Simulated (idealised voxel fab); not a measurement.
Title: Process Module voxel tone inversion
Pictured: cross-section cut, 295 nm wide, on a grid of 5 nm square cells.
Bands, listed from the top down, are how a cross-section gets written in this document; the cross-section itself is a grid of square cells, and a band is one or more rows of them. Look at the band entry: it leads with the top's height and the bottom's height in nm. Then it lists the materials left to right, with a width in nm for each. The word "everywhere" on a single material says that material fills the band edge to edge. The word "blank" is empty space. Measure heights from 0. That's the level where, below it, the as-received wafer is all one material. The lowest band is bottomless and extends downward; write it as in "0..down". The two numbers in a width such as "30 to 40" mark its ends across the band: the first belongs to the top row of cells, the second to the bottom row, and from each row to the next the width moves by the same amount. "remains unaltered" -> step changed no cross-section cell. The list in "Entrapped void list" covers empty spaces of 8 cells or more that cannot reach the top through any open way, and it gives each as width x height at distance; the distance is from the left edge, and width, height and distance are in nm. It should be noted that, on the line of a given step, the content following the step's settings is a remark produced by the simulator itself with respect to that step. overlay nm: step with mask; distance mask lay right of planned place; negative value = left of planned place.

# Intended process steps
1: RECEIVE,material Si
2: CONFORMAL_DEP,material SiCN,thk nm 5
3: DIRECTIONAL_DEP,material aC,thk nm 25
4: PATTERN,tone cover,mask id POSTS,material resist,width nm 15,pitch nm 45,thk nm 35,overlay nm 0
5: DIRECTIONAL_ETCH,etch materials aC,depth nm 25
6: STRIP,etch materials resist
7: FILL_DEP,material SiO2,thk nm 5
8: CMP,height nm 30
9: STRIP,etch materials aC

# Wafer cross-section on receipt, i.e. after step 1
- 0..down = Si everywhere
- Entrapped void list: none

# Looking at the first of two wafers in cross-section at end of module - ran to plan
- 30..5 = SiO2: 95, blank: 15, SiO2: 30, blank: 15, SiO2: 30, blank: 15, SiO2: 95
- 5..0 = SiCN everywhere
- 0..down = Si everywhere
- Entrapped void list: none

# Wafer two, sectioned after the module: the first wafer's start, the first wafer's plan, and one mistake in how it was run
- 30..0 = SiCN everywhere
- 0..down = Si everywhere
- Entrapped void list: none
Which mistake was made when the wafer was run? step 3 off recipe, ran as DIRECTIONAL_DEP,material SiCN,thk nm 25
Once processing is complete, comparing cell counts shows that the second wafer has more or fewer of certain materials than the first: +295 SiCN; -250 SiO2
